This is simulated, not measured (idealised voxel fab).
Process module heading - voxel self aligned vias
This is section cut - it's 220 nm across, gridded in 5 nm square cells.
Cross-section spec: square-cell grid; bands listed top down; each band is one or more rows. The band entry comprises the height of the band's top followed by the height of its bottom, expressed in nm, and subsequently the band's materials from left to right, each stated together with its width in nm. Where a single material is marked with the word "all across", that material fills the band from edge to edge. The word "blank" represents empty space. Zero point of the height axis is 0; under it, received wafer = one material. Lowest band: continues down indefinitely, "0 down". Per-row width for "30->40": begins at first number (top row of band), ends at second number (bottom row), increment between rows held constant. "no modification" means the step left every cell of the cross-section as it was. Heads up: "Closed void register" only lists the empty pockets with no open path to the top that are 8 cells or more, and it writes them as width x height at distance, distance from the left edge, in nm. That trailing text on a step's line, after the settings, is the simulator's own remark on the step. overlay nm, on a step with a mask: how far to the right of its planned place the mask lay; to the left if negative.
-- Steps planned for the process
1) RECEIVE | material Si
2) CONFORMAL_DEP | material SiO2 | thk nm 10
3) CONFORMAL_DEP | material SiCN | thk nm 5
4) DIRECTIONAL_DEP | material lowk | thk nm 25
5) PATTERN | tone open | mask id LINES | material resist | width nm 20 | pitch nm 55 | thk nm 15 | overlay nm 0
6) DIRECTIONAL_ETCH | etch materials lowk | depth nm 25
7) STRIP | etch materials resist
8) CONFORMAL_DEP | material TiN | thk nm 5
9) FILL_DEP | material Ru | thk nm 5
10) CMP | height nm 40
11) SELECTIVE_ETCH | etch materials W Ru TiN | depth nm 10
12) FILL_DEP | material SiN | thk nm 10
13) CMP | height nm 40
14) DIRECTIONAL_DEP | material lowk | thk nm 20
15) MASKED_ETCH | tone open | mask id VIAS | width nm 40 | etch materials lowk | depth nm 20 | overlay nm 0
16) MASKED_ETCH | tone open | mask id VIAS | width nm 40 | etch materials SiN | depth nm 10 | overlay nm -15
17) CONFORMAL_DEP | material TiN | thk nm 5
18) FILL_DEP | material W | thk nm 10
19) CMP | height nm 60
20) CONFORMAL_DEP | material SiCN | thk nm 5
Don't read the plan's overlay nm for step 16 as applying to every wafer: that's the first wafer's value, and the wafers differ in it, though they all start identical.
-- Cross-section of the first incoming wafer of several, state after step 1
* 0 down = Si all across
* Closed void register: none
-- Shown in cross-section: the first of several wafers at the end of the module, after its last step, step 20
* 65 to 60 = SiCN all across
* 60 to 45 = 60 of lowk  5 of TiN  30 of W  5 of TiN  120 of lowk
* 45 to 40 = 60 of lowk  15 of TiN  5 of W  20 of TiN  120 of lowk
* 40 to 35 = 70 of lowk  5 of TiN  5 of W  5 of TiN  5 of SiN  35 of lowk  20 of SiN  75 of lowk
* 35 to 30 = 70 of lowk  15 of TiN  5 of SiN  35 of lowk  20 of SiN  75 of lowk
* 30 to 20 = 70 of lowk  5 of TiN  10 of Ru  5 of TiN  35 of lowk  5 of TiN  10 of Ru  5 of TiN  75 of lowk
* 20 to 15 = 70 of lowk  20 of TiN  35 of lowk  20 of TiN  75 of lowk
* 15 to 10 = SiCN all across
* 10 to 0 = SiO2 all across
* 0 down = Si all across
* Closed void register: none
-- The module's end: a cross-section of the last wafer
* 65 to 60 = SiCN all across
* 60 to 45 = 60 of lowk  5 of TiN  30 of W  5 of TiN  120 of lowk
* 45 to 40 = 60 of lowk  20 of TiN  5 of W  15 of TiN  120 of lowk
* 40 to 35 = 70 of lowk  5 of SiN  5 of TiN  5 of W  5 of TiN  35 of lowk  20 of SiN  75 of lowk
* 35 to 30 = 70 of lowk  5 of SiN  15 of TiN  35 of lowk  20 of SiN  75 of lowk
* 30 to 20 = 70 of lowk  5 of TiN  10 of Ru  5 of TiN  35 of lowk  5 of TiN  10 of Ru  5 of TiN  75 of lowk
* 20 to 15 = 70 of lowk  20 of TiN  35 of lowk  20 of TiN  75 of lowk
* 15 to 10 = SiCN all across
* 10 to 0 = SiO2 all across
* 0 down = Si all across
* Closed void register: none
-- wafer rows; end of module; cells per material since receipt: (+) gained, (-) lost; then closed voids
overlay nm -15; +8 Ru; +88 SiCN; +10 SiN; +88 SiO2; +34 TiN; +20 W; +324 lowk; Closed void register: none
overlay nm -10; +8 Ru; +88 SiCN; +8 SiN; +88 SiO2; +34 TiN; +22 W; +324 lowk; Closed void register: none
overlay nm -5; +8 Ru; +88 SiCN; +8 SiN; +88 SiO2; +34 TiN; +22 W; +324 lowk; Closed void register: none
overlay nm 0; +8 Ru; +88 SiCN; +8 SiN; +88 SiO2; +34 TiN; +22 W; +324 lowk; Closed void register: none
overlay nm 5; +8 Ru; +88 SiCN; +8 SiN; +88 SiO2; +34 TiN; +22 W; +324 lowk; Closed void register: none
overlay nm 10; +8 Ru; +88 SiCN; +8 SiN; +88 SiO2; +34 TiN; +22 W; +324 lowk; Closed void register: none
overlay nm 15; +8 Ru; +88 SiCN; +10 SiN; +88 SiO2; +34 TiN; +20 W; +324 lowk; Closed void register: none
